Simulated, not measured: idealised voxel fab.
You're looking at the process module voxel trench capacitor.
The cross-section on display is named cut; it measures 140 nm wide, and its cells are 5 nm squares.
Reading order for cross-sections: top band down to bottom band. Underlying form: a grid of square cells. Band size: one or more rows of cells. This entry defines a band. It first specifies the height of the band's top and the height of its bottom in nm, and then specifies the band's materials from left to right, stating each material with its width in nm. The word "full width" identifies a single material that fills the band from edge to edge, while the word "air" identifies empty space. Height reference: 0 = level under which incoming wafer is all one material. Lowest band: no bottom, runs on downward, e.g. "top 0, no bottom". The two numbers in a width such as "30..40" mark its ends across the band: the first belongs to the top row of cells, the second to the bottom row, and from each row to the next the width moves by the same amount. Any step labelled "nothing got changed" changed none of the cells in the cross-section. Listed in "Closed void inventory": every empty space of 8 or more cells without an open way to the top. Form: width x height at distance, the distance being from the left edge, all in nm. Formally, on a step line, whatever follows the settings is a remark that the simulator itself makes on the step. overlay nm: step with mask; distance mask lay right of planned place; negative value = left of planned place.

# These are the steps we planned for the process
step 1: RECEIVE (material Si)
step 2: CONFORMAL_DEP (material SiN; thk nm 10)
step 3: PATTERN (tone open; mask id TRENCH; material resist; width nm 20; pitch nm 40; thk nm 15; overlay nm 0)
step 4: DIRECTIONAL_ETCH (etch materials SiN; depth nm 10)
step 5: DIRECTIONAL_ETCH (etch materials Si; depth nm 25)
step 6: STRIP (etch materials resist)
step 7: CONFORMAL_DEP (material SiO2; thk nm 5)
step 8: FILL_DEP (material polySi; thk nm 10)
step 9: CMP (height nm 10)

# Wafer as received: cross-section following step 1
    top 0, no bottom: Si full width
    Closed void inventory: none

# Look at the cross-section after the module: the wafer started out the way shown above and the plan was the one shown above, yet one mistake was made along the way
    top 10, bottom 0: 40 SiN; 5 SiO2; 15 polySi; 5 SiO2; 15 SiN; 5 SiO2; 15 polySi; 5 SiO2; 35 SiN
    top 0, bottom -20: 40 Si; 5 SiO2; 15 polySi; 5 SiO2; 15 Si; 5 SiO2; 15 polySi; 5 SiO2; 35 Si
    top -20, bottom -25: 40 Si; 25 SiO2; 15 Si; 25 SiO2; 35 Si
    top -25, no bottom: Si full width
    Closed void inventory: none
What broke from the plan during processing? the process deviated at step 3: the operation and settings actually run there were PATTERN (tone open; mask id TRENCH; material resist; width nm 25; pitch nm 40; thk nm 15; overlay nm 0)
